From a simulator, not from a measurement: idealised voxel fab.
voxel wiring stack: a process module
In the cross-section labelled cut, the width is 240 nm and each square cell is 5 nm.
The cross-sections in this document take the form of a grid made of square cells. They are written out as bands, in order from top to bottom. Each band consists of one or more rows of cells.
Basically the band line says how high the top is and how high the bottom is, in nm, and then what's in it from left to right, every material with its width in nm. Empty space shows up as "empty", and if a single material carries "everywhere" it runs the full band edge to edge.
Measure heights from 0. That's the level where, below it, the as-received wafer is all one material. The lowest band is bottomless and extends downward; write it as in "0 down".
A width given as "30..40" starts at the first number in the band's top row and ends at the second number in its bottom row, shifting by an equal amount at every step from row to row.
For the purposes of this document, the phrase "left unchanged" attached to a step denotes that no cell within the cross-section was modified by that step.
Empty spaces without an open route to the top, at least 8 cells in extent, make up the entry "Enclosed void listing"; each is given as width x height at distance, where the distance is measured from the left edge, and all are in nm.
What comes after the settings on a step's line is commentary from the simulator itself on that step.
The line of a step may include "overlay nm". On a step with a mask, this value is how far to the right of its planned place the mask lay. A negative value means the mask lay to the left.

List of planned process steps
1) RECEIVE [material Si]
2) CONFORMAL_DEP [material SiO2] [thk nm 15]
3) DIRECTIONAL_DEP [material TiN] [thk nm 5]
4) DIRECTIONAL_DEP [material Ru] [thk nm 20]
5) MASKED_ETCH [tone cover] [mask id METAL_1] [width nm 25] [pitch nm 40] [etch materials Ru] [depth nm 20] [overlay nm 0]
6) MASKED_ETCH [tone cover] [mask id METAL_1] [width nm 25] [pitch nm 40] [etch materials TiN] [depth nm 5] [overlay nm 0]
7) FILL_DEP [material SiO2] [thk nm 5]
8) CMP [height nm 40]
9) CONFORMAL_DEP [material SiCN] [thk nm 5]
10) DIRECTIONAL_DEP [material lowk] [thk nm 15]
11) MASKED_ETCH [tone open] [mask id PLUG_1] [width nm 15] [pitch nm 40] [etch materials lowk] [depth nm 15] [overlay nm 0]
12) MASKED_ETCH [tone open] [mask id PLUG_1] [width nm 15] [pitch nm 40] [etch materials SiCN] [depth nm 5] [overlay nm 0]
13) EPI [material Ru] [thk nm 10]
14) EPI [material Ru] [thk nm 10]
15) CONFORMAL_DEP [material SiN] [thk nm 5]
16) DIRECTIONAL_DEP [material SiO2] [thk nm 15]
17) DIRECTIONAL_DEP [material aC] [thk nm 15]
18) PATTERN [tone open] [mask id METAL_2] [material resist] [width nm 25] [pitch nm 40] [thk nm 30] [overlay nm 0]
19) DIRECTIONAL_ETCH [etch materials aC] [depth nm 15]
20) STRIP [etch materials resist]
21) DIRECTIONAL_ETCH [etch materials SiO2] [depth nm 15]
22) DIRECTIONAL_ETCH [etch materials SiN] [depth nm 5]
23) STRIP [etch materials aC]
24) CONFORMAL_DEP [material TiN] [thk nm 5]
25) FILL_DEP [material Cu] [thk nm 5]
26) CMP [height nm 80]
27) CONFORMAL_DEP [material SiCN] [thk nm 5]
28) DIRECTIONAL_DEP [material SiO2] [thk nm 25]
29) MASKED_ETCH [tone open] [mask id METAL_3_HOLES] [width nm 15] [etch materials SiO2] [depth nm 25] [overlay nm 0]
30) DIRECTIONAL_DEP [material aC] [thk nm 15]
31) PATTERN [tone open] [mask id METAL_3] [material resist] [width nm 25] [pitch nm 40] [thk nm 30] [overlay nm 0]
32) DIRECTIONAL_ETCH [etch materials aC] [depth nm 15]
33) STRIP [etch materials resist]
34) DIRECTIONAL_ETCH [etch materials SiO2] [depth nm 15]
35) DIRECTIONAL_ETCH [etch materials SiCN] [depth nm 5]
36) STRIP [etch materials aC]
37) CONFORMAL_DEP [material TiN] [thk nm 5]
38) FILL_DEP [material Ru] [thk nm 10]
39) CMP [height nm 110]
40) CONFORMAL_DEP [material SiCN] [thk nm 5]
41) DIRECTIONAL_DEP [material SiO2] [thk nm 30]
42) PATTERN [tone open] [mask id METAL_4] [material resist] [width nm 25] [pitch nm 40] [thk nm 20] [overlay nm 0]
43) DIRECTIONAL_ETCH [etch materials SiO2] [depth nm 20]
44) STRIP [etch materials resist]
45) MASKED_ETCH [tone open] [mask id METAL_4_HOLES] [width nm 15] [pitch nm 40] [etch materials SiO2] [depth nm 10] [overlay nm 0]
46) MASKED_ETCH [tone open] [mask id METAL_4_HOLES] [width nm 15] [pitch nm 40] [etch materials SiCN] [depth nm 5] [overlay nm 0]
47) CONFORMAL_DEP [material TiN] [thk nm 5]
48) FILL_DEP [material Cu] [thk nm 5]
49) CMP [height nm 145]
50) CONFORMAL_DEP [material SiN] [thk nm 5]

First wafer, as planned

Cross-sectional view of the wafer in its as-received condition, corresponding to the state after step 1
    0 down | Si everywhere
    Enclosed void listing: none

Wafer after step 2 (cross-section)
    15 to 0 | SiO2 everywhere
    Anything lower than 0 is untouched.

Wafer after step 3 (cross-section)
    20 to 15 | TiN everywhere
    Anything lower than 15 is untouched.

Wafer after step 4 (cross-section)
    40 to 20 | Ru everywhere
    Anything lower than 20 is untouched.

Wafer after step 5 (cross-section)
    40 to 20 | 85 of empty | 25 of Ru | 15 of empty | 25 of Ru | 90 of empty
    Anything lower than 20 is untouched.

Wafer after step 6 (cross-section)
    40 to 20 | 85 of empty | 25 of Ru | 15 of empty | 25 of Ru | 90 of empty
    20 to 15 | 85 of empty | 25 of TiN | 15 of empty | 25 of TiN | 90 of empty
    Anything lower than 15 is untouched.

Wafer after step 7 (cross-section)
    45 to 40 | SiO2 everywhere
    40 to 20 | 85 of SiO2 | 25 of Ru | 15 of SiO2 | 25 of Ru | 90 of SiO2
    20 to 15 | 85 of SiO2 | 25 of TiN | 15 of SiO2 | 25 of TiN | 90 of SiO2
    Anything lower than 15 is untouched.

Wafer after step 8 (cross-section)
    40 to 20 | 85 of SiO2 | 25 of Ru | 15 of SiO2 | 25 of Ru | 90 of SiO2
    Anything lower than 20 is untouched.

Wafer after step 9 (cross-section)
    45 to 40 | SiCN everywhere
    Anything lower than 40 is untouched.

Wafer after step 10 (cross-section)
    60 to 45 | lowk everywhere
    Anything lower than 45 is untouched.

Wafer after step 11 (cross-section)
    60 to 45 | 85 of lowk | 15 of empty | 25 of lowk | 15 of empty | 100 of lowk
    Anything lower than 45 is untouched.

Wafer after step 12 (cross-section)
    60 to 45 | 85 of lowk | 15 of empty | 25 of lowk | 15 of empty | 100 of lowk
    45 to 40 | 85 of SiCN | 15 of empty | 25 of SiCN | 15 of empty | 100 of SiCN
    Anything lower than 40 is untouched.

Wafer after step 13 (cross-section)
    60 to 50 | 85 of lowk | 15 of empty | 25 of lowk | 15 of empty | 100 of lowk
    50 to 45 | 85 of lowk | 15 of Ru | 25 of lowk | 15 of Ru | 100 of lowk
    45 to 40 | 85 of SiCN | 15 of Ru | 25 of SiCN | 15 of Ru | 100 of SiCN
    Anything lower than 40 is untouched.

Wafer after step 14 (cross-section)
    60 to 45 | 85 of lowk | 15 of Ru | 25 of lowk | 15 of Ru | 100 of lowk
    Anything lower than 45 is untouched.

Wafer after step 15 (cross-section)
    65 to 60 | SiN everywhere
    Anything lower than 60 is untouched.

Wafer after step 16 (cross-section)
    80 to 65 | SiO2 everywhere
    Anything lower than 65 is untouched.

Wafer after step 17 (cross-section)
    95 to 80 | aC everywhere
    Anything lower than 80 is untouched.

Wafer after step 18 (cross-section)
    125 to 95 | 85 of resist | 25 of empty | 15 of resist | 25 of empty | 90 of resist
    Anything lower than 95 is untouched.

Wafer after step 19 (cross-section)
    110 to 95 | 85 of resist | 25 of empty | 15 of resist | 25 of empty | 90 of resist
    95 to 80 | 85 of aC | 25 of empty | 15 of aC | 25 of empty | 90 of aC
    Anything lower than 80 is untouched.

Wafer after step 20 (cross-section)
    95 to 80 | 85 of aC | 25 of empty | 15 of aC | 25 of empty | 90 of aC
    Anything lower than 80 is untouched.

Wafer after step 21 (cross-section)
    95 to 80 | 85 of aC | 25 of empty | 15 of aC | 25 of empty | 90 of aC
    80 to 65 | 85 of SiO2 | 25 of empty | 15 of SiO2 | 25 of empty | 90 of SiO2
    Anything lower than 65 is untouched.

Wafer after step 22 (cross-section)
    95 to 80 | 85 of aC | 25 of empty | 15 of aC | 25 of empty | 90 of aC
    80 to 65 | 85 of SiO2 | 25 of empty | 15 of SiO2 | 25 of empty | 90 of SiO2
    65 to 60 | 85 of SiN | 25 of empty | 15 of SiN | 25 of empty | 90 of SiN
    Anything lower than 60 is untouched.

Wafer after step 23 (cross-section)
    80 to 65 | 85 of SiO2 | 25 of empty | 15 of SiO2 | 25 of empty | 90 of SiO2
    Anything lower than 65 is untouched.

Wafer after step 24 (cross-section)
    85 to 80 | 90 of TiN | 15 of empty | 25 of TiN | 15 of empty | 95 of TiN
    80 to 65 | 85 of SiO2 | 5 of TiN | 15 of empty | 5 of TiN | 15 of SiO2 | 5 of TiN | 15 of empty | 5 of TiN | 90 of SiO2
    65 to 60 | 85 of SiN | 25 of TiN | 15 of SiN | 25 of TiN | 90 of SiN
    Anything lower than 60 is untouched.

Wafer after step 25 (cross-section)
    90 to 85 | Cu everywhere
    85 to 80 | 90 of TiN | 15 of Cu | 25 of TiN | 15 of Cu | 95 of TiN
    80 to 65 | 85 of SiO2 | 5 of TiN | 15 of Cu | 5 of TiN | 15 of SiO2 | 5 of TiN | 15 of Cu | 5 of TiN | 90 of SiO2
    Anything lower than 65 is untouched.

Wafer after step 26 (cross-section)
    80 to 65 | 85 of SiO2 | 5 of TiN | 15 of Cu | 5 of TiN | 15 of SiO2 | 5 of TiN | 15 of Cu | 5 of TiN | 90 of SiO2
    Anything lower than 65 is untouched.

Wafer after step 27 (cross-section)
    85 to 80 | SiCN everywhere
    Anything lower than 80 is untouched.

Wafer after step 28 (cross-section)
    110 to 85 | SiO2 everywhere
    Anything lower than 85 is untouched.

Wafer after step 29 (cross-section)
    110 to 85 | 85 of SiO2 | 15 of empty | 140 of SiO2
    Anything lower than 85 is untouched.

Wafer after step 30 (cross-section)
    125 to 110 | 85 of aC | 15 of empty | 140 of aC
    110 to 100 | 85 of SiO2 | 15 of empty | 140 of SiO2
    100 to 85 | 85 of SiO2 | 15 of aC | 140 of SiO2
    Anything lower than 85 is untouched.

Wafer after step 31 (cross-section)
    155 to 125 | 85 of resist | 25 of empty | 15 of resist | 25 of empty | 90 of resist
    Anything lower than 125 is untouched.

Wafer after step 32 (cross-section)
    140 to 125 | 85 of resist | 25 of empty | 15 of resist | 25 of empty | 90 of resist
    125 to 110 | 85 of aC | 25 of empty | 15 of aC | 25 of empty | 90 of aC
    110 to 85 | 85 of SiO2 | 15 of empty | 140 of SiO2
    Anything lower than 85 is untouched.

Wafer after step 33 (cross-section)
    125 to 110 | 85 of aC | 25 of empty | 15 of aC | 25 of empty | 90 of aC
    Anything lower than 110 is untouched.

Wafer after step 34 (cross-section)
    125 to 110 | 85 of aC | 25 of empty | 15 of aC | 25 of empty | 90 of aC
    110 to 95 | 85 of SiO2 | 25 of empty | 15 of SiO2 | 25 of empty | 90 of SiO2
    Anything lower than 95 is untouched.

Wafer after step 35 (cross-section)
    125 to 110 | 85 of aC | 25 of empty | 15 of aC | 25 of empty | 90 of aC
    110 to 95 | 85 of SiO2 | 25 of empty | 15 of SiO2 | 25 of empty | 90 of SiO2
    95 to 85 | 85 of SiO2 | 15 of empty | 140 of SiO2
    85 to 80 | 85 of SiCN | 15 of empty | 140 of SiCN
    Anything lower than 80 is untouched.

Wafer after step 36 (cross-section)
    110 to 95 | 85 of SiO2 | 25 of empty | 15 of SiO2 | 25 of empty | 90 of SiO2
    Anything lower than 95 is untouched.

Wafer after step 37 (cross-section)
    115 to 110 | 90 of TiN | 15 of empty | 25 of TiN | 15 of empty | 95 of TiN
    110 to 100 | 85 of SiO2 | 5 of TiN | 15 of empty | 5 of TiN | 15 of SiO2 | 5 of TiN | 15 of empty | 5 of TiN | 90 of SiO2
    100 to 95 | 85 of SiO2 | 5 of TiN | 5 of empty | 15 of TiN | 15 of SiO2 | 25 of TiN | 90 of SiO2
    95 to 85 | 85 of SiO2 | 5 of TiN | 5 of empty | 5 of TiN | 140 of SiO2
    85 to 80 | 85 of SiCN | 15 of TiN | 140 of SiCN
    Anything lower than 80 is untouched.

Wafer after step 38 (cross-section)
    125 to 115 | Ru everywhere
    115 to 110 | 90 of TiN | 15 of Ru | 25 of TiN | 15 of Ru | 95 of TiN
    110 to 100 | 85 of SiO2 | 5 of TiN | 15 of Ru | 5 of TiN | 15 of SiO2 | 5 of TiN | 15 of Ru | 5 of TiN | 90 of SiO2
    100 to 95 | 85 of SiO2 | 5 of TiN | 5 of Ru | 15 of TiN | 15 of SiO2 | 25 of TiN | 90 of SiO2
    95 to 85 | 85 of SiO2 | 5 of TiN | 5 of Ru | 5 of TiN | 140 of SiO2
    Anything lower than 85 is untouched.

Wafer after step 39 (cross-section)
    110 to 100 | 85 of SiO2 | 5 of TiN | 15 of Ru | 5 of TiN | 15 of SiO2 | 5 of TiN | 15 of Ru | 5 of TiN | 90 of SiO2
    Anything lower than 100 is untouched.

Wafer after step 40 (cross-section)
    115 to 110 | SiCN everywhere
    Anything lower than 110 is untouched.

Wafer after step 41 (cross-section)
    145 to 115 | SiO2 everywhere
    Anything lower than 115 is untouched.

Wafer after step 42 (cross-section)
    165 to 145 | 85 of resist | 25 of empty | 15 of resist | 25 of empty | 90 of resist
    Anything lower than 145 is untouched.

Wafer after step 43 (cross-section)
    165 to 145 | 85 of resist | 25 of empty | 15 of resist | 25 of empty | 90 of resist
    145 to 125 | 85 of SiO2 | 25 of empty | 15 of SiO2 | 25 of empty | 90 of SiO2
    Anything lower than 125 is untouched.

Wafer after step 44 (cross-section)
    145 to 125 | 85 of SiO2 | 25 of empty | 15 of SiO2 | 25 of empty | 90 of SiO2
    Anything lower than 125 is untouched.

Wafer after step 45 (cross-section)
    145 to 125 | 85 of SiO2 | 25 of empty | 15 of SiO2 | 25 of empty | 90 of SiO2
    125 to 115 | 85 of SiO2 | 15 of empty | 25 of SiO2 | 15 of empty | 100 of SiO2
    Anything lower than 115 is untouched.

Wafer after step 46 (cross-section)
    145 to 125 | 85 of SiO2 | 25 of empty | 15 of SiO2 | 25 of empty | 90 of SiO2
    125 to 115 | 85 of SiO2 | 15 of empty | 25 of SiO2 | 15 of empty | 100 of SiO2
    115 to 110 | 85 of SiCN | 15 of empty | 25 of SiCN | 15 of empty | 100 of SiCN
    Anything lower than 110 is untouched.

Wafer after step 47 (cross-section)
    150 to 145 | 90 of TiN | 15 of empty | 25 of TiN | 15 of empty | 95 of TiN
    145 to 130 | 85 of SiO2 | 5 of TiN | 15 of empty | 5 of TiN | 15 of SiO2 | 5 of TiN | 15 of empty | 5 of TiN | 90 of SiO2
    130 to 125 | 85 of SiO2 | 5 of TiN | 5 of empty | 15 of TiN | 15 of SiO2 | 5 of TiN | 5 of empty | 15 of TiN | 90 of SiO2
    125 to 115 | 85 of SiO2 | 5 of TiN | 5 of empty | 5 of TiN | 25 of SiO2 | 5 of TiN | 5 of empty | 5 of TiN | 100 of SiO2
    115 to 110 | 85 of SiCN | 15 of TiN | 25 of SiCN | 15 of TiN | 100 of SiCN
    Anything lower than 110 is untouched.

Wafer after step 48 (cross-section)
    155 to 150 | Cu everywhere
    150 to 145 | 90 of TiN | 15 of Cu | 25 of TiN | 15 of Cu | 95 of TiN
    145 to 130 | 85 of SiO2 | 5 of TiN | 15 of Cu | 5 of TiN | 15 of SiO2 | 5 of TiN | 15 of Cu | 5 of TiN | 90 of SiO2
    130 to 125 | 85 of SiO2 | 5 of TiN | 5 of Cu | 15 of TiN | 15 of SiO2 | 5 of TiN | 5 of Cu | 15 of TiN | 90 of SiO2
    125 to 115 | 85 of SiO2 | 5 of TiN | 5 of Cu | 5 of TiN | 25 of SiO2 | 5 of TiN | 5 of Cu | 5 of TiN | 100 of SiO2
    Anything lower than 115 is untouched.

Wafer after step 49 (cross-section)
    145 to 130 | 85 of SiO2 | 5 of TiN | 15 of Cu | 5 of TiN | 15 of SiO2 | 5 of TiN | 15 of Cu | 5 of TiN | 90 of SiO2
    Anything lower than 130 is untouched.

Wafer after step 50 (cross-section)
    150 to 145 | SiN everywhere
    Anything lower than 145 is untouched.

It is to be noted that the second wafer proceeded from the same initial state and according to the same plan as the first, although one mistake was committed in its execution; through step 9, inclusive, the two wafers share an identical history

X-section, second wafer, when step 10 was due to finish: left unchanged

X-section, second wafer, when step 11 was due to finish: left unchanged

X-section, second wafer, when step 12 was due to finish
    45 to 40 | 85 of SiCN | 15 of empty | 25 of SiCN | 15 of empty | 100 of SiCN
    Anything lower than 40 is untouched.

X-section, second wafer, when step 13 was due to finish
    50 to 45 | 80 of empty | 25 of Ru | 15 of empty | 25 of Ru | 95 of empty
    45 to 40 | 85 of SiCN | 15 of Ru | 25 of SiCN | 15 of Ru | 100 of SiCN
    Anything lower than 40 is untouched.

X-section, second wafer, when step 14 was due to finish
    60 to 45 | 70 of empty | 85 of Ru | 85 of empty
    Anything lower than 45 is untouched.

X-section, second wafer, when step 15 was due to finish
    65 to 60 | 65 of empty | 95 of SiN | 80 of empty
    60 to 50 | 65 of empty | 5 of SiN | 85 of Ru | 5 of SiN | 80 of empty
    50 to 45 | 70 of SiN | 85 of Ru | 85 of SiN
    Anything lower than 45 is untouched.

X-section, second wafer, when step 16 was due to finish
    80 to 65 | 65 of empty | 95 of SiO2 | 80 of empty
    65 to 60 | 65 of SiO2 | 95 of SiN | 80 of SiO2
    60 to 50 | 65 of SiO2 | 5 of SiN | 85 of Ru | 5 of SiN | 80 of SiO2
    Anything lower than 50 is untouched.

X-section, second wafer, when step 17 was due to finish
    95 to 80 | 65 of empty | 95 of aC | 80 of empty
    80 to 65 | 65 of aC | 95 of SiO2 | 80 of aC
    Anything lower than 65 is untouched.

X-section, second wafer, when step 18 was due to finish
    125 to 95 | 85 of resist | 25 of empty | 15 of resist | 25 of empty | 90 of resist
    95 to 80 | 65 of resist | 95 of aC | 80 of resist
    Anything lower than 80 is untouched.

X-section, second wafer, when step 19 was due to finish
    110 to 95 | 85 of resist | 25 of empty | 15 of resist | 25 of empty | 90 of resist
    95 to 80 | 65 of resist | 20 of aC | 25 of empty | 15 of aC | 25 of empty | 10 of aC | 80 of resist
    Anything lower than 80 is untouched.

X-section, second wafer, when step 20 was due to finish
    95 to 80 | 65 of empty | 20 of aC | 25 of empty | 15 of aC | 25 of empty | 10 of aC | 80 of empty
    Anything lower than 80 is untouched.

X-section, second wafer, when step 21 was due to finish
    95 to 80 | 65 of empty | 20 of aC | 25 of empty | 15 of aC | 25 of empty | 10 of aC | 80 of empty
    80 to 65 | 65 of aC | 20 of SiO2 | 25 of empty | 15 of SiO2 | 25 of empty | 10 of SiO2 | 80 of aC
    Anything lower than 65 is untouched.

X-section, second wafer, when step 22 was due to finish
    95 to 80 | 65 of empty | 20 of aC | 25 of empty | 15 of aC | 25 of empty | 10 of aC | 80 of empty
    80 to 65 | 65 of aC | 20 of SiO2 | 25 of empty | 15 of SiO2 | 25 of empty | 10 of SiO2 | 80 of aC
    65 to 60 | 65 of SiO2 | 20 of SiN | 25 of empty | 15 of SiN | 25 of empty | 10 of SiN | 80 of SiO2
    Anything lower than 60 is untouched.

X-section, second wafer, when step 23 was due to finish
    80 to 65 | 65 of empty | 20 of SiO2 | 25 of empty | 15 of SiO2 | 25 of empty | 10 of SiO2 | 80 of empty
    Anything lower than 65 is untouched.

X-section, second wafer, when step 24 was due to finish
    85 to 80 | 60 of empty | 30 of TiN | 15 of empty | 25 of TiN | 15 of empty | 20 of TiN | 75 of empty
    80 to 70 | 60 of empty | 5 of TiN | 20 of SiO2 | 5 of TiN | 15 of empty | 5 of TiN | 15 of SiO2 | 5 of TiN | 15 of empty | 5 of TiN | 10 of SiO2 | 5 of TiN | 75 of empty
    70 to 65 | 65 of TiN | 20 of SiO2 | 5 of TiN | 15 of empty | 5 of TiN | 15 of SiO2 | 5 of TiN | 15 of empty | 5 of TiN | 10 of SiO2 | 80 of TiN
    65 to 60 | 65 of SiO2 | 20 of SiN | 25 of TiN | 15 of SiN | 25 of TiN | 10 of SiN | 80 of SiO2
    Anything lower than 60 is untouched.

X-section, second wafer, when step 25 was due to finish
    90 to 85 | Cu everywhere
    85 to 80 | 60 of Cu | 30 of TiN | 15 of Cu | 25 of TiN | 15 of Cu | 20 of TiN | 75 of Cu
    80 to 70 | 60 of Cu | 5 of TiN | 20 of SiO2 | 5 of TiN | 15 of Cu | 5 of TiN | 15 of SiO2 | 5 of TiN | 15 of Cu | 5 of TiN | 10 of SiO2 | 5 of TiN | 75 of Cu
    70 to 65 | 65 of TiN | 20 of SiO2 | 5 of TiN | 15 of Cu | 5 of TiN | 15 of SiO2 | 5 of TiN | 15 of Cu | 5 of TiN | 10 of SiO2 | 80 of TiN
    Anything lower than 65 is untouched.

X-section, second wafer, when step 26 was due to finish
    80 to 70 | 60 of Cu | 5 of TiN | 20 of SiO2 | 5 of TiN | 15 of Cu | 5 of TiN | 15 of SiO2 | 5 of TiN | 15 of Cu | 5 of TiN | 10 of SiO2 | 5 of TiN | 75 of Cu
    Anything lower than 70 is untouched.

X-section, second wafer, when step 27 was due to finish
    85 to 80 | SiCN everywhere
    Anything lower than 80 is untouched.

X-section, second wafer, when step 28 was due to finish
    110 to 85 | SiO2 everywhere
    Anything lower than 85 is untouched.

X-section, second wafer, when step 29 was due to finish
    110 to 85 | 85 of SiO2 | 15 of empty | 140 of SiO2
    Anything lower than 85 is untouched.

X-section, second wafer, when step 30 was due to finish
    125 to 110 | 85 of aC | 15 of empty | 140 of aC
    110 to 100 | 85 of SiO2 | 15 of empty | 140 of SiO2
    100 to 85 | 85 of SiO2 | 15 of aC | 140 of SiO2
    Anything lower than 85 is untouched.

X-section, second wafer, when step 31 was due to finish
    155 to 125 | 85 of resist | 25 of empty | 15 of resist | 25 of empty | 90 of resist
    Anything lower than 125 is untouched.

X-section, second wafer, when step 32 was due to finish
    140 to 125 | 85 of resist | 25 of empty | 15 of resist | 25 of empty | 90 of resist
    125 to 110 | 85 of aC | 25 of empty | 15 of aC | 25 of empty | 90 of aC
    110 to 85 | 85 of SiO2 | 15 of empty | 140 of SiO2
    Anything lower than 85 is untouched.

X-section, second wafer, when step 33 was due to finish
    125 to 110 | 85 of aC | 25 of empty | 15 of aC | 25 of empty | 90 of aC
    Anything lower than 110 is untouched.

X-section, second wafer, when step 34 was due to finish
    125 to 110 | 85 of aC | 25 of empty | 15 of aC | 25 of empty | 90 of aC
    110 to 95 | 85 of SiO2 | 25 of empty | 15 of SiO2 | 25 of empty | 90 of SiO2
    Anything lower than 95 is untouched.

X-section, second wafer, when step 35 was due to finish
    125 to 110 | 85 of aC | 25 of empty | 15 of aC | 25 of empty | 90 of aC
    110 to 95 | 85 of SiO2 | 25 of empty | 15 of SiO2 | 25 of empty | 90 of SiO2
    95 to 85 | 85 of SiO2 | 15 of empty | 140 of SiO2
    85 to 80 | 85 of SiCN | 15 of empty | 140 of SiCN
    Anything lower than 80 is untouched.

X-section, second wafer, when step 36 was due to finish
    110 to 95 | 85 of SiO2 | 25 of empty | 15 of SiO2 | 25 of empty | 90 of SiO2
    Anything lower than 95 is untouched.

X-section, second wafer, when step 37 was due to finish
    115 to 110 | 90 of TiN | 15 of empty | 25 of TiN | 15 of empty | 95 of TiN
    110 to 100 | 85 of SiO2 | 5 of TiN | 15 of empty | 5 of TiN | 15 of SiO2 | 5 of TiN | 15 of empty | 5 of TiN | 90 of SiO2
    100 to 95 | 85 of SiO2 | 5 of TiN | 5 of empty | 15 of TiN | 15 of SiO2 | 25 of TiN | 90 of SiO2
    95 to 85 | 85 of SiO2 | 5 of TiN | 5 of empty | 5 of TiN | 140 of SiO2
    85 to 80 | 85 of SiCN | 15 of TiN | 140 of SiCN
    Anything lower than 80 is untouched.

X-section, second wafer, when step 38 was due to finish
    125 to 115 | Ru everywhere
    115 to 110 | 90 of TiN | 15 of Ru | 25 of TiN | 15 of Ru | 95 of TiN
    110 to 100 | 85 of SiO2 | 5 of TiN | 15 of Ru | 5 of TiN | 15 of SiO2 | 5 of TiN | 15 of Ru | 5 of TiN | 90 of SiO2
    100 to 95 | 85 of SiO2 | 5 of TiN | 5 of Ru | 15 of TiN | 15 of SiO2 | 25 of TiN | 90 of SiO2
    95 to 85 | 85 of SiO2 | 5 of TiN | 5 of Ru | 5 of TiN | 140 of SiO2
    Anything lower than 85 is untouched.

X-section, second wafer, when step 39 was due to finish
    110 to 100 | 85 of SiO2 | 5 of TiN | 15 of Ru | 5 of TiN | 15 of SiO2 | 5 of TiN | 15 of Ru | 5 of TiN | 90 of SiO2
    Anything lower than 100 is untouched.

X-section, second wafer, when step 40 was due to finish
    115 to 110 | SiCN everywhere
    Anything lower than 110 is untouched.

X-section, second wafer, when step 41 was due to finish
    145 to 115 | SiO2 everywhere
    Anything lower than 115 is untouched.

X-section, second wafer, when step 42 was due to finish
    165 to 145 | 85 of resist | 25 of empty | 15 of resist | 25 of empty | 90 of resist
    Anything lower than 145 is untouched.

X-section, second wafer, when step 43 was due to finish
    165 to 145 | 85 of resist | 25 of empty | 15 of resist | 25 of empty | 90 of resist
    145 to 125 | 85 of SiO2 | 25 of empty | 15 of SiO2 | 25 of empty | 90 of SiO2
    Anything lower than 125 is untouched.

X-section, second wafer, when step 44 was due to finish
    145 to 125 | 85 of SiO2 | 25 of empty | 15 of SiO2 | 25 of empty | 90 of SiO2
    Anything lower than 125 is untouched.

X-section, second wafer, when step 45 was due to finish
    145 to 125 | 85 of SiO2 | 25 of empty | 15 of SiO2 | 25 of empty | 90 of SiO2
    125 to 115 | 85 of SiO2 | 15 of empty | 25 of SiO2 | 15 of empty | 100 of SiO2
    Anything lower than 115 is untouched.

X-section, second wafer, when step 46 was due to finish
    145 to 125 | 85 of SiO2 | 25 of empty | 15 of SiO2 | 25 of empty | 90 of SiO2
    125 to 115 | 85 of SiO2 | 15 of empty | 25 of SiO2 | 15 of empty | 100 of SiO2
    115 to 110 | 85 of SiCN | 15 of empty | 25 of SiCN | 15 of empty | 100 of SiCN
    Anything lower than 110 is untouched.

X-section, second wafer, when step 47 was due to finish
    150 to 145 | 90 of TiN | 15 of empty | 25 of TiN | 15 of empty | 95 of TiN
    145 to 130 | 85 of SiO2 | 5 of TiN | 15 of empty | 5 of TiN | 15 of SiO2 | 5 of TiN | 15 of empty | 5 of TiN | 90 of SiO2
    130 to 125 | 85 of SiO2 | 5 of TiN | 5 of empty | 15 of TiN | 15 of SiO2 | 5 of TiN | 5 of empty | 15 of TiN | 90 of SiO2
    125 to 115 | 85 of SiO2 | 5 of TiN | 5 of empty | 5 of TiN | 25 of SiO2 | 5 of TiN | 5 of empty | 5 of TiN | 100 of SiO2
    115 to 110 | 85 of SiCN | 15 of TiN | 25 of SiCN | 15 of TiN | 100 of SiCN
    Anything lower than 110 is untouched.

X-section, second wafer, when step 48 was due to finish
    155 to 150 | Cu everywhere
    150 to 145 | 90 of TiN | 15 of Cu | 25 of TiN | 15 of Cu | 95 of TiN
    145 to 130 | 85 of SiO2 | 5 of TiN | 15 of Cu | 5 of TiN | 15 of SiO2 | 5 of TiN | 15 of Cu | 5 of TiN | 90 of SiO2
    130 to 125 | 85 of SiO2 | 5 of TiN | 5 of Cu | 15 of TiN | 15 of SiO2 | 5 of TiN | 5 of Cu | 15 of TiN | 90 of SiO2
    125 to 115 | 85 of SiO2 | 5 of TiN | 5 of Cu | 5 of TiN | 25 of SiO2 | 5 of TiN | 5 of Cu | 5 of TiN | 100 of SiO2
    Anything lower than 115 is untouched.

X-section, second wafer, when step 49 was due to finish
    145 to 130 | 85 of SiO2 | 5 of TiN | 15 of Cu | 5 of TiN | 15 of SiO2 | 5 of TiN | 15 of Cu | 5 of TiN | 90 of SiO2
    Anything lower than 130 is untouched.

X-section, second wafer, when step 50 was due to finish
    150 to 145 | SiN everywhere
    Anything lower than 145 is untouched.
What was done differently from what was planned? not run: step 10 of the plan (skipped)
Final comparison by cell count, materials where the second wafer has more or fewer than the first: Cu +54, Ru +33, SiN +6, TiN +33, lowk -126
